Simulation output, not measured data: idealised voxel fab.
The process module presented herein is designated voxel wiring stack.
The cross-section on display is named cut; it measures 155 nm wide, and its cells are 5 nm squares.
Format of a cross-section: grid, square cells. Given as bands. Order: top down. Band: one or more rows of cells. First you get the band's top height and its bottom height, in nm, and then the materials it's made of, left to right, with each width in nm. If you see a single material with "full width", that one covers the band edge to edge. "blank" is empty space. The level at which height equals 0 is the one under which the wafer, as it arrives, is entirely one material. No lower edge exists for the bottom band, which continues downward and is notated as in "from 0 down". It should be noted that a width expressed as "30..40" varies in equal increments from row to row of cells within the band, taking the value of the first number at the top row and that of the second number at the bottom row. "changes: none" means the step left every cell of the cross-section as it was. Reported under the label "Listed closed voids" are the empty spaces having no open way to the top and comprising 8 cells or more; the notation for each is width x height at distance, in which the distance is measured from the left edge and all three values are in nm. Anything after a step's settings on that line? It's the simulator's own note about the step. "overlay nm" on a masked step: distance the mask lay right of its planned place, negative for left.
Steps in the process plan
- 1: RECEIVE with material Si
- 2: CONFORMAL_DEP with material SiO2, thk nm 10
- 3: CONFORMAL_DEP with material SiN, thk nm 5
- 4: DIRECTIONAL_DEP with material lowk, thk nm 25
- 5: PATTERN with tone open, mask id METAL_1, material resist, width nm 25, pitch nm 55, thk nm 20, overlay nm 0
- 6: DIRECTIONAL_ETCH with etch materials lowk, depth nm 25
- 7: DIRECTIONAL_ETCH with etch materials SiN, depth nm 5
- 8: STRIP with etch materials resist
- 9: CONFORMAL_DEP with material TiN, thk nm 5
- 10: FILL_DEP with material Ru, thk nm 10
- 11: CMP with height nm 40
- 12: EPI with material Ru, thk nm 5
- 13: FILL_DEP with material SiCN, thk nm 5
- 14: DIRECTIONAL_DEP with material lowk, thk nm 15
- 15: MASKED_ETCH with tone open, mask id PLUG_1, width nm 15, etch materials lowk, depth nm 15, overlay nm 0
- 16: MASKED_ETCH with tone open, mask id PLUG_1, width nm 15, etch materials SiCN, depth nm 5, overlay nm 0
- 17: EPI with material Ru, thk nm 10
- 18: EPI with material Ru, thk nm 10
- 19: DIRECTIONAL_DEP with material TiN, thk nm 5
- 20: DIRECTIONAL_DEP with material W, thk nm 20
- 21: DIRECTIONAL_DEP with material aC, thk nm 15
- 22: PATTERN with tone cover, mask id METAL_2, material resist, width nm 25, pitch nm 55, thk nm 30, overlay nm 0
- 23: DIRECTIONAL_ETCH with etch materials aC, depth nm 15
- 24: STRIP with etch materials resist
- 25: DIRECTIONAL_ETCH with etch materials W, depth nm 20
- 26: DIRECTIONAL_ETCH with etch materials TiN, depth nm 5
- 27: STRIP with etch materials aC
- 28: FILL_DEP with material SiO2, thk nm 5
- 29: CMP with height nm 90
- 30: CONFORMAL_DEP with material SiCN, thk nm 5
The first of a set of two wafers, run to plan
As-received state of the wafer in cross-section, equivalent to post-step 1
    from 0 down = Si full width
    Listed closed voids: none
Take a look at the wafer's cross-section after step 2
    from 10 to 0 = SiO2 full width
    Whatever lies below 0 is exactly as it was before.
Take a look at the wafer's cross-section after step 3
    from 15 to 10 = SiN full width
    Whatever lies below 10 is exactly as it was before.
Take a look at the wafer's cross-section after step 4
    from 40 to 15 = lowk full width
    Whatever lies below 15 is exactly as it was before.
Take a look at the wafer's cross-section after step 5
    from 60 to 40 = 35 of resist  25 of blank  30 of resist  25 of blank  40 of resist
    Whatever lies below 40 is exactly as it was before.
Take a look at the wafer's cross-section after step 6
    from 60 to 40 = 35 of resist  25 of blank  30 of resist  25 of blank  40 of resist
    from 40 to 15 = 35 of lowk  25 of blank  30 of lowk  25 of blank  40 of lowk
    Whatever lies below 15 is exactly as it was before.
Take a look at the wafer's cross-section after step 7
    from 60 to 40 = 35 of resist  25 of blank  30 of resist  25 of blank  40 of resist
    from 40 to 15 = 35 of lowk  25 of blank  30 of lowk  25 of blank  40 of lowk
    from 15 to 10 = 35 of SiN  25 of blank  30 of SiN  25 of blank  40 of SiN
    Whatever lies below 10 is exactly as it was before.
Take a look at the wafer's cross-section after step 8
    from 40 to 15 = 35 of lowk  25 of blank  30 of lowk  25 of blank  40 of lowk
    Whatever lies below 15 is exactly as it was before.
Take a look at the wafer's cross-section after step 9
    from 45 to 40 = 40 of TiN  15 of blank  40 of TiN  15 of blank  45 of TiN
    from 40 to 15 = 35 of lowk  5 of TiN  15 of blank  5 of TiN  30 of lowk  5 of TiN  15 of blank  5 of TiN  40 of lowk
    from 15 to 10 = 35 of SiN  25 of TiN  30 of SiN  25 of TiN  40 of SiN
    Whatever lies below 10 is exactly as it was before.
Take a look at the wafer's cross-section after step 10
    from 55 to 45 = Ru full width
    from 45 to 40 = 40 of TiN  15 of Ru  40 of TiN  15 of Ru  45 of TiN
    from 40 to 15 = 35 of lowk  5 of TiN  15 of Ru  5 of TiN  30 of lowk  5 of TiN  15 of Ru  5 of TiN  40 of lowk
    Whatever lies below 15 is exactly as it was before.
Take a look at the wafer's cross-section after step 11
    from 40 to 15 = 35 of lowk  5 of TiN  15 of Ru  5 of TiN  30 of lowk  5 of TiN  15 of Ru  5 of TiN  40 of lowk
    Whatever lies below 15 is exactly as it was before.
Take a look at the wafer's cross-section after step 12
    from 45 to 40 = 30 of blank  35 of Ru  20 of blank  35 of Ru  35 of blank
    Whatever lies below 40 is exactly as it was before.
Take a look at the wafer's cross-section after step 13
    from 50 to 45 = SiCN full width
    from 45 to 40 = 30 of SiCN  35 of Ru  20 of SiCN  35 of Ru  35 of SiCN
    Whatever lies below 40 is exactly as it was before.
Take a look at the wafer's cross-section after step 14
    from 65 to 50 = lowk full width
    Whatever lies below 50 is exactly as it was before.
Take a look at the wafer's cross-section after step 15
    from 65 to 50 = 35 of lowk  15 of blank  105 of lowk
    Whatever lies below 50 is exactly as it was before.
Take a look at the wafer's cross-section after step 16
    from 65 to 50 = 35 of lowk  15 of blank  105 of lowk
    from 50 to 45 = 35 of SiCN  15 of blank  105 of SiCN
    Whatever lies below 45 is exactly as it was before.
Take a look at the wafer's cross-section after step 17
    from 65 to 55 = 35 of lowk  15 of blank  105 of lowk
    from 55 to 50 = 35 of lowk  15 of Ru  105 of lowk
    from 50 to 45 = 35 of SiCN  15 of Ru  105 of SiCN
    Whatever lies below 45 is exactly as it was before.
Take a look at the wafer's cross-section after step 18
    from 65 to 50 = 35 of lowk  15 of Ru  105 of lowk
    Whatever lies below 50 is exactly as it was before.
Take a look at the wafer's cross-section after step 19
    from 70 to 65 = TiN full width
    Whatever lies below 65 is exactly as it was before.
Take a look at the wafer's cross-section after step 20
    from 90 to 70 = W full width
    Whatever lies below 70 is exactly as it was before.
Take a look at the wafer's cross-section after step 21
    from 105 to 90 = aC full width
    Whatever lies below 90 is exactly as it was before.
Take a look at the wafer's cross-section after step 22
    from 135 to 105 = 35 of blank  25 of resist  30 of blank  25 of resist  40 of blank
    Whatever lies below 105 is exactly as it was before.
Take a look at the wafer's cross-section after step 23
    from 120 to 105 = 35 of blank  25 of resist  30 of blank  25 of resist  40 of blank
    from 105 to 90 = 35 of blank  25 of aC  30 of blank  25 of aC  40 of blank
    Whatever lies below 90 is exactly as it was before.
Take a look at the wafer's cross-section after step 24
    from 105 to 90 = 35 of blank  25 of aC  30 of blank  25 of aC  40 of blank
    Whatever lies below 90 is exactly as it was before.
Take a look at the wafer's cross-section after step 25
    from 105 to 90 = 35 of blank  25 of aC  30 of blank  25 of aC  40 of blank
    from 90 to 70 = 35 of blank  25 of W  30 of blank  25 of W  40 of blank
    Whatever lies below 70 is exactly as it was before.
Take a look at the wafer's cross-section after step 26
    from 105 to 90 = 35 of blank  25 of aC  30 of blank  25 of aC  40 of blank
    from 90 to 70 = 35 of blank  25 of W  30 of blank  25 of W  40 of blank
    from 70 to 65 = 35 of blank  25 of TiN  30 of blank  25 of TiN  40 of blank
    Whatever lies below 65 is exactly as it was before.
Take a look at the wafer's cross-section after step 27
    from 90 to 70 = 35 of blank  25 of W  30 of blank  25 of W  40 of blank
    Whatever lies below 70 is exactly as it was before.
Take a look at the wafer's cross-section after step 28
    from 95 to 90 = SiO2 full width
    from 90 to 70 = 35 of SiO2  25 of W  30 of SiO2  25 of W  40 of SiO2
    from 70 to 65 = 35 of SiO2  25 of TiN  30 of SiO2  25 of TiN  40 of SiO2
    Whatever lies below 65 is exactly as it was before.
Take a look at the wafer's cross-section after step 29
    from 90 to 70 = 35 of SiO2  25 of W  30 of SiO2  25 of W  40 of SiO2
    Whatever lies below 70 is exactly as it was before.
Take a look at the wafer's cross-section after step 30
    from 95 to 90 = SiCN full width
    Whatever lies below 90 is exactly as it was before.
Second of two: same start, same plan, one run error; steps up to and including 13 match the first
Cross-section of the second wafer at the time step 14 of the plan should have ended
    from 65 to 50 = TiN full width
    Whatever lies below 50 is exactly as it was before.
Cross-section of the second wafer at the time step 15 of the plan should have ended: changes: none
Cross-section of the second wafer at the time step 16 of the plan should have ended: changes: none
Cross-section of the second wafer at the time step 17 of the plan should have ended
    from 75 to 65 = Ru full width
    Whatever lies below 65 is exactly as it was before.
Cross-section of the second wafer at the time step 18 of the plan should have ended
    from 85 to 65 = Ru full width
    Whatever lies below 65 is exactly as it was before.
Cross-section of the second wafer at the time step 19 of the plan should have ended
    from 90 to 85 = TiN full width
    Whatever lies below 85 is exactly as it was before.
Cross-section of the second wafer at the time step 20 of the plan should have ended
    from 110 to 90 = W full width
    Whatever lies below 90 is exactly as it was before.
Cross-section of the second wafer at the time step 21 of the plan should have ended
    from 125 to 110 = aC full width
    Whatever lies below 110 is exactly as it was before.
Cross-section of the second wafer at the time step 22 of the plan should have ended
    from 155 to 125 = 35 of blank  25 of resist  30 of blank  25 of resist  40 of blank
    Whatever lies below 125 is exactly as it was before.
Cross-section of the second wafer at the time step 23 of the plan should have ended
    from 140 to 125 = 35 of blank  25 of resist  30 of blank  25 of resist  40 of blank
    from 125 to 110 = 35 of blank  25 of aC  30 of blank  25 of aC  40 of blank
    Whatever lies below 110 is exactly as it was before.
Cross-section of the second wafer at the time step 24 of the plan should have ended
    from 125 to 110 = 35 of blank  25 of aC  30 of blank  25 of aC  40 of blank
    Whatever lies below 110 is exactly as it was before.
Cross-section of the second wafer at the time step 25 of the plan should have ended
    from 125 to 110 = 35 of blank  25 of aC  30 of blank  25 of aC  40 of blank
    from 110 to 90 = 35 of blank  25 of W  30 of blank  25 of W  40 of blank
    Whatever lies below 90 is exactly as it was before.
Cross-section of the second wafer at the time step 26 of the plan should have ended
    from 125 to 110 = 35 of blank  25 of aC  30 of blank  25 of aC  40 of blank
    from 110 to 90 = 35 of blank  25 of W  30 of blank  25 of W  40 of blank
    from 90 to 85 = 35 of blank  25 of TiN  30 of blank  25 of TiN  40 of blank
    Whatever lies below 85 is exactly as it was before.
Cross-section of the second wafer at the time step 27 of the plan should have ended
    from 110 to 90 = 35 of blank  25 of W  30 of blank  25 of W  40 of blank
    Whatever lies below 90 is exactly as it was before.
Cross-section of the second wafer at the time step 28 of the plan should have ended
    from 115 to 110 = SiO2 full width
    from 110 to 90 = 35 of SiO2  25 of W  30 of SiO2  25 of W  40 of SiO2
    from 90 to 85 = 35 of SiO2  25 of TiN  30 of SiO2  25 of TiN  40 of SiO2
    Whatever lies below 85 is exactly as it was before.
Cross-section of the second wafer at the time step 29 of the plan should have ended
    from 90 to 85 = 35 of SiO2  25 of TiN  30 of SiO2  25 of TiN  40 of SiO2
    Whatever lies below 85 is exactly as it was before.
Cross-section of the second wafer at the time step 30 of the plan should have ended
    from 95 to 90 = SiCN full width
    Whatever lies below 90 is exactly as it was before.
What was done differently from what was planned? heads up, step 14 didn't go per plan, it actually ran as DIRECTIONAL_DEP with material TiN, thk nm 15
The second wafer ends with more or fewer cells of some materials than the first, per final count: Ru: 112 more | SiCN: 3 more | SiO2: 84 fewer | TiN: 93 more | W: 40 fewer | lowk: 84 fewer
